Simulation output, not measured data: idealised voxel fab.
This section sets out a process module, namely voxel wiring stack.
Cross-sectional view cut (width: 205 nm; square cell size: 5 nm).
Heads up, the way a cross-section reads in here is a grid of square cells, handed over as bands from the top down, with every band being one or more rows of cells.
Within each band entry, the heights of the top and of the bottom of the band appear first, in that order and in nm; the materials of the band then follow from left to right, each with its corresponding width in nm. The designation "throughout" on a single material indicates that it fills the band from edge to edge; the designation "empty" indicates empty space.
Zero point of the height axis is 0; under it, received wafer = one material. Lowest band: continues down indefinitely, "top 0, no bottom".
The notation "30 to 40" denotes a width that varies across the rows of cells in the band, beginning at the first number in the top row, finishing at the second number in the bottom row, and changing by an identical amount from each row to the next.
Key: "stayed the same" - step with no changed cell in the cross-section.
"Closed-off voids" specifies each empty space that is not open to the top and that occupies no fewer than 8 cells, using the form width x height at distance, the distance measured from the left edge and all three quantities in nm.
If you see something after the settings on a step's line, that's the simulator's own remark about that step.
Each step line may optionally specify "overlay nm", which for a step with a mask gives the rightward distance between the mask's planned place and where it lay, a negative value indicating the leftward direction.

THE FOLLOWING LIST GIVES THE PLANNED PROCESS STEPS
1. RECEIVE,material Si
2. CONFORMAL_DEP,material SiO2,thk nm 10
3. DIRECTIONAL_DEP,material TiN,thk nm 5
4. DIRECTIONAL_DEP,material W,thk nm 25
5. DIRECTIONAL_DEP,material aC,thk nm 15
6. PATTERN,tone cover,mask id METAL_1,material resist,width nm 20,pitch nm 40,thk nm 35,overlay nm 0
7. DIRECTIONAL_ETCH,etch materials aC,depth nm 15
8. STRIP,etch materials resist
9. DIRECTIONAL_ETCH,etch materials W,depth nm 25
10. DIRECTIONAL_ETCH,etch materials TiN,depth nm 5
11. STRIP,etch materials aC
12. FILL_DEP,material SiO2,thk nm 5
13. CMP,height nm 40
14. CONFORMAL_DEP,material SiCN,thk nm 5
15. DIRECTIONAL_DEP,material SiO2,thk nm 30
16. MASKED_ETCH,tone open,mask id METAL_2_HOLES,width nm 15,pitch nm 40,etch materials SiO2,depth nm 30,overlay nm 0
17. MASKED_ETCH,tone open,mask id METAL_2,width nm 20,pitch nm 40,etch materials SiO2,depth nm 20,overlay nm 0
18. MASKED_ETCH,tone open,mask id METAL_2,width nm 20,pitch nm 40,etch materials SiCN,depth nm 5,overlay nm 0
19. CONFORMAL_DEP,material TiN,thk nm 5
20. FILL_DEP,material Ru,thk nm 5
21. CMP,height nm 75
22. CONFORMAL_DEP,material SiCN,thk nm 5
23. DIRECTIONAL_DEP,material SiO2,thk nm 20
24. MASKED_ETCH,tone open,mask id PLUG_2,width nm 15,pitch nm 80,etch materials SiO2,depth nm 20,overlay nm 0
25. MASKED_ETCH,tone open,mask id PLUG_2,width nm 15,pitch nm 80,etch materials SiCN,depth nm 5,overlay nm 0
26. CONFORMAL_DEP,material TiN,thk nm 5
27. FILL_DEP,material W,thk nm 10
28. CMP,height nm 100
29. CONFORMAL_DEP,material SiN,thk nm 5
30. DIRECTIONAL_DEP,material lowk,thk nm 20
31. MASKED_ETCH,tone open,mask id METAL_3,width nm 20,pitch nm 40,etch materials lowk,depth nm 20,overlay nm 0
32. MASKED_ETCH,tone open,mask id METAL_3,width nm 20,pitch nm 40,etch materials SiN,depth nm 5,overlay nm 0
33. CONFORMAL_DEP,material TiN,thk nm 5
34. FILL_DEP,material Cu,thk nm 5
35. CMP,height nm 125
36. CONFORMAL_DEP,material SiCN,thk nm 5

AS-RECEIVED WAFER CROSS-SECTION (AFTER STEP 1)
> top 0, no bottom  Si throughout
> Closed-off voids: none

FINAL WAFER PROFILE IN CROSS-SECTION AFTER THE MODULE, FROM THE SAME START AND PLAN AS ABOVE, WITH ONE MISTAKE MADE DURING PROCESSING
> top 130, bottom 125  SiCN throughout
> top 125, bottom 105  30 nm lowk, 5 nm TiN, 10 nm Cu, 5 nm TiN, 20 nm lowk, 5 nm TiN, 10 nm Cu, 5 nm TiN, 20 nm lowk, 5 nm TiN, 10 nm Cu, 5 nm TiN, 20 nm lowk, 5 nm TiN, 10 nm Cu, 5 nm TiN, 35 nm lowk
> top 105, bottom 100  30 nm SiN, 20 nm TiN, 20 nm SiN, 20 nm TiN, 20 nm SiN, 20 nm TiN, 20 nm SiN, 20 nm TiN, 35 nm SiN
> top 100, bottom 80  30 nm SiO2, 5 nm TiN, 5 nm W, 5 nm TiN, 65 nm SiO2, 5 nm TiN, 5 nm W, 5 nm TiN, 80 nm SiO2
> top 80, bottom 75  30 nm SiCN, 15 nm TiN, 65 nm SiCN, 15 nm TiN, 80 nm SiCN
> top 75, bottom 55  30 nm SiO2, 5 nm TiN, 10 nm Ru, 5 nm TiN, 20 nm SiO2, 5 nm TiN, 10 nm Ru, 5 nm TiN, 20 nm SiO2, 5 nm TiN, 10 nm Ru, 5 nm TiN, 20 nm SiO2, 5 nm TiN, 10 nm Ru, 5 nm TiN, 35 nm SiO2
> top 55, bottom 45  30 nm SiO2, 5 nm TiN, 5 nm Ru, 10 to 5 nm TiN, 20 to 25 nm SiO2, 5 nm TiN, 5 nm Ru, 10 to 5 nm TiN, 20 to 25 nm SiO2, 5 nm TiN, 5 nm Ru, 10 to 5 nm TiN, 20 to 25 nm SiO2, 5 nm TiN, 5 nm Ru, 10 to 5 nm TiN, 35 to 40 nm SiO2
> top 45, bottom 40  30 nm SiCN, 15 nm TiN, 25 nm SiCN, 15 nm TiN, 25 nm SiCN, 15 nm TiN, 25 nm SiCN, 15 nm TiN, 40 nm SiCN
> top 40, bottom 15  30 nm SiO2, 20 nm W, 20 nm SiO2, 20 nm W, 20 nm SiO2, 20 nm W, 20 nm SiO2, 20 nm W, 35 nm SiO2
> top 15, bottom 10  30 nm SiO2, 20 nm TiN, 20 nm SiO2, 20 nm TiN, 20 nm SiO2, 20 nm TiN, 20 nm SiO2, 20 nm TiN, 35 nm SiO2
> top 10, bottom 0  SiO2 throughout
> top 0, no bottom  Si throughout
> Closed-off voids: none
Deviation from plan: it should be noted that step 17 was executed with settings other than those planned, the operation and settings actually applied being MASKED_ETCH,tone open,mask id METAL_2,width nm 20,pitch nm 40,etch materials SiO2,depth nm 25,overlay nm 0
